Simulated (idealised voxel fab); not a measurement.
process module | voxel air gaps
cross-section cut | 270 nm wide | cells 5 nm
A cross-section is a grid of square cells, given in bands from the top down. A band is one or more rows of cells.
Each band's line starts with the height of the band's top and of its bottom, in nm. Then come its materials from left to right, each with its width in nm. One material with "throughout" fills the band from edge to edge. "air" is empty space.
Height 0 is the level under which the wafer as received is all one material. The lowest band goes on downwards, as in "0 down".
A width such as "30 to 40" changes by the same amount from each row of cells to the next, from the band's top row to its bottom row.
"no change" after a step means that no cell of the cross-section changed.
closed voids: empty space of 8 cells or more with no open way to the top, each as width x height at its distance from the left edge, in nm
after a step's settings: what the simulator itself notes on the step
overlay nm, on a step with a mask: how far to the right of its planned place the mask lay; to the left if negative
plan
1 op RECEIVE | material Si
2 op CONFORMAL_DEP | material SiO2 | thk nm 15
3 op CONFORMAL_DEP | material SiN | thk nm 5
4 op DIRECTIONAL_DEP | material lowk | thk nm 30
5 op PATTERN | tone open | mask id LINES | material resist | width nm 25 | pitch nm 50 | thk nm 15 | overlay nm 0
6 op DIRECTIONAL_ETCH | etch materials lowk | depth nm 30
7 op STRIP | etch materials resist
8 op CONFORMAL_DEP | material TiN | thk nm 5
9 op FILL_DEP | material Cu | thk nm 10
10 op CMP | height nm 50
11 op EPI | material Ru | thk nm 10
12 op SELECTIVE_ETCH | etch materials lowk | depth nm 40
13 op CONFORMAL_DEP | material SiCN | thk nm 5
as received, after step 1
  0 down: Si throughout
  closed voids: none
a wafer at the end: this start, this plan, one mistake
  55 to 50: SiCN throughout
  50 to 25: lowk 45 | TiN 5 | Cu 15 | TiN 5 | lowk 25 | TiN 5 | Cu 15 | TiN 5 | lowk 25 | TiN 5 | Cu 15 | TiN 5 | lowk 25 | TiN 5 | Cu 15 | TiN 5 | lowk 50
  25 to 20: lowk 45 | TiN 25 | lowk 25 | TiN 25 | lowk 25 | TiN 25 | lowk 25 | TiN 25 | lowk 50
  20 to 15: SiN throughout
  15 to 0: SiO2 throughout
  0 down: Si throughout
  closed voids: none
what went wrong: step 12 ran as: op SELECTIVE_ETCH | etch materials Ru | depth nm 40
